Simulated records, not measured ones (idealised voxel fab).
The following is a process module called voxel fin reveal.
Square cell edge 5 nm, section width 295 nm, ID cut.
A cross-section in this document is a grid of square cells, and it is written down as bands, the top band listed before the ones below it; a band is made up of one or more rows of cells.
Look at the band entry: it leads with the top's height and the bottom's height in nm. Then it lists the materials left to right, with a width in nm for each. The word "edge to edge" on a single material says that material fills the band edge to edge. The word "air" is empty space.
Heights are reckoned from 0. Under this level, the received wafer is all of one material. The bottommost band is open-ended downward, for example "z 0 and below".
Width "30->40": first value at the band's top row of cells, second value at its bottom row, equal change from row to row.
A step reported as "all unchanged" is a step in which no cell of the cross-section changed.
"Closed cavity list" - sealed voids, min. 8 cells, no opening to top; format: width x height at distance (distance from left edge; nm throughout).
On each step's line, the part that comes after the settings is the simulator's own comment on the step.
A step line may carry the setting "overlay nm", which, for steps involving a mask, states the distance by which the mask lay to the right of its intended position; negative values denote displacement to the left.

# These are the steps we planned for the process
1. op RECEIVE | material Si
2. op CONFORMAL_DEP | material SiN | thk nm 10
3. op MASKED_ETCH | tone cover | mask id FINS | width nm 15 | pitch nm 40 | etch materials SiN | depth nm 10 | overlay nm 0
4. op MASKED_ETCH | tone cover | mask id FINS | width nm 15 | pitch nm 40 | etch materials Si | depth nm 30 | overlay nm 0
5. op FILL_DEP | material SiO2 | thk nm 5
6. op CMP | height nm 10
7. op SELECTIVE_ETCH | etch materials SiO2 | depth nm 30
8. op STRIP | etch materials SiN
9. op CONFORMAL_DEP | material HfO2 | thk nm 5

# Incoming wafer, cross-sectional view, post step 1
* z 0 and below | Si edge to edge
* Closed cavity list: none

# The module was run from the start shown above using the plan shown above, but one mistake was made doing it; the resulting wafer cross-section is below
* z 5 to 0 | 95 air | 25 HfO2 | 15 air | 25 HfO2 | 15 air | 25 HfO2 | 95 air
* z 0 to -15 | 95 air | 5 HfO2 | 15 Si | 5 HfO2 | 15 air | 5 HfO2 | 15 Si | 5 HfO2 | 15 air | 5 HfO2 | 15 Si | 5 HfO2 | 95 air
* z -15 to -20 | 100 HfO2 | 15 Si | 25 HfO2 | 15 Si | 25 HfO2 | 15 Si | 100 HfO2
* z -20 to -60 | 100 SiO2 | 15 Si | 25 SiO2 | 15 Si | 25 SiO2 | 15 Si | 100 SiO2
* z -60 and below | Si edge to edge
* Closed cavity list: none
Nonconformance to the process plan: step 4 from the plan got run twice
